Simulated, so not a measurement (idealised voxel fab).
Title: Process Module voxel capacitor over wiring
In the cross-section labelled cut, the width is 265 nm and each square cell is 5 nm.
Reading order for cross-sections: top band down to bottom band. Underlying form: a grid of square cells. Band size: one or more rows of cells.
Look at the band entry: it leads with the top's height and the bottom's height in nm. Then it lists the materials left to right, with a width in nm for each. The word "all across" on a single material says that material fills the band edge to edge. The word "air" is empty space.
Below 0: as-received wafer, all one material; heights counted from there. Lowest band: no bottom, goes on down, written "from 0 down".
Graded width ("30 to 40"): value in top row of band = first number; value in bottom row = second number; row-to-row change constant.
What does "nothing altered" mean for a step? It means no cell of the cross-section changed in that step.
Closed empty spaces (no open way to the top) of 8 cells or more are what "Sealed internal cavities" lists, each as width x height at distance from the left edge, nm for all three.
Formally, on a step line, whatever follows the settings is a remark that the simulator itself makes on the step.
On any step carrying a mask, the "overlay nm" setting, if present on the step's line, tells how far right of its planned place the mask lay; negative values point to the left.
-- List of planned process steps
1,RECEIVE, material Si
2,CONFORMAL_DEP, material SiO2, thk nm 15
3,CONFORMAL_DEP, material SiN, thk nm 5
4,DIRECTIONAL_DEP, material SiO2, thk nm 25
5,MASKED_ETCH, tone open, mask id METAL_1, width nm 30, pitch nm 90, etch materials SiO2, depth nm 25, overlay nm 0
6,MASKED_ETCH, tone open, mask id METAL_1, width nm 30, pitch nm 90, etch materials SiN, depth nm 5, overlay nm 0
7,CONFORMAL_DEP, material TiN, thk nm 5
8,FILL_DEP, material Cu, thk nm 10
9,CMP, height nm 45
10,CONFORMAL_DEP, material SiCN, thk nm 5
11,DIRECTIONAL_DEP, material SiO2, thk nm 15
12,PATTERN, tone open, mask id PLUG_1, material resist, width nm 15, thk nm 15, overlay nm 0
13,DIRECTIONAL_ETCH, etch materials SiO2, depth nm 15
14,DIRECTIONAL_ETCH, etch materials SiCN, depth nm 5
15,STRIP, etch materials resist
16,EPI, material Ru, thk nm 10
17,EPI, material Ru, thk nm 10
18,DIRECTIONAL_DEP, material TiN, thk nm 5
19,DIRECTIONAL_DEP, material HfO2, thk nm 5
20,DIRECTIONAL_DEP, material TiN, thk nm 10
21,PATTERN, tone cover, mask id UPPER_PLATE, material resist, width nm 65, thk nm 15, overlay nm 0
22,DIRECTIONAL_ETCH, etch materials TiN, depth nm 10
23,DIRECTIONAL_ETCH, etch materials HfO2, depth nm 5
24,STRIP, etch materials resist
25,PATTERN, tone cover, mask id LOWER_PLATE, material resist, width nm 75, thk nm 15, overlay nm 0
26,DIRECTIONAL_ETCH, etch materials TiN, depth nm 5
27,STRIP, etch materials resist
28,FILL_DEP, material SiO2, thk nm 15
29,CMP, height nm 95
30,PATTERN, tone open, mask id PLUG_2, material resist, width nm 15, thk nm 20, overlay nm 0
31,DIRECTIONAL_ETCH, etch materials SiO2, depth nm 10
32,STRIP, etch materials resist
33,CONFORMAL_DEP, material TiN, thk nm 5
34,FILL_DEP, material Cu, thk nm 10
35,CMP, height nm 95
36,CONFORMAL_DEP, material SiN, thk nm 5
-- Cross-section of the wafer upon arrival, representing the state reached after step 1
  from 0 down: Si all across
  Sealed internal cavities: none
-- The module was run from the start shown above using the plan shown above, but one mistake was made doing it; the resulting wafer cross-section is below
  from 100 to 95: SiN all across
  from 95 to 90: 95 of SiO2, 5 of TiN, 5 of Cu, 5 of TiN, 155 of SiO2
  from 90 to 85: 95 of SiO2, 15 of TiN, 155 of SiO2
  from 85 to 75: 85 of SiO2, 65 of TiN, 115 of SiO2
  from 75 to 70: 85 of SiO2, 65 of HfO2, 115 of SiO2
  from 70 to 65: 80 of SiO2, 75 of TiN, 110 of SiO2
  from 65 to 50: 85 of SiO2, 15 of Ru, 165 of SiO2
  from 50 to 45: 85 of SiCN, 15 of Ru, 165 of SiCN
  from 45 to 25: 70 of SiO2, 5 of TiN, 20 of Cu, 5 of TiN, 60 of SiO2, 5 of TiN, 20 of Cu, 5 of TiN, 75 of SiO2
  from 25 to 20: 70 of SiO2, 30 of TiN, 60 of SiO2, 30 of TiN, 75 of SiO2
  from 20 to 15: Ru all across
  from 15 to 0: SiO2 all across
  from 0 down: Si all across
  Sealed internal cavities: none
Against the plan, the run slipped here: note that step 3 departed from the planned setting and was carried out as CONFORMAL_DEP, material Ru, thk nm 5
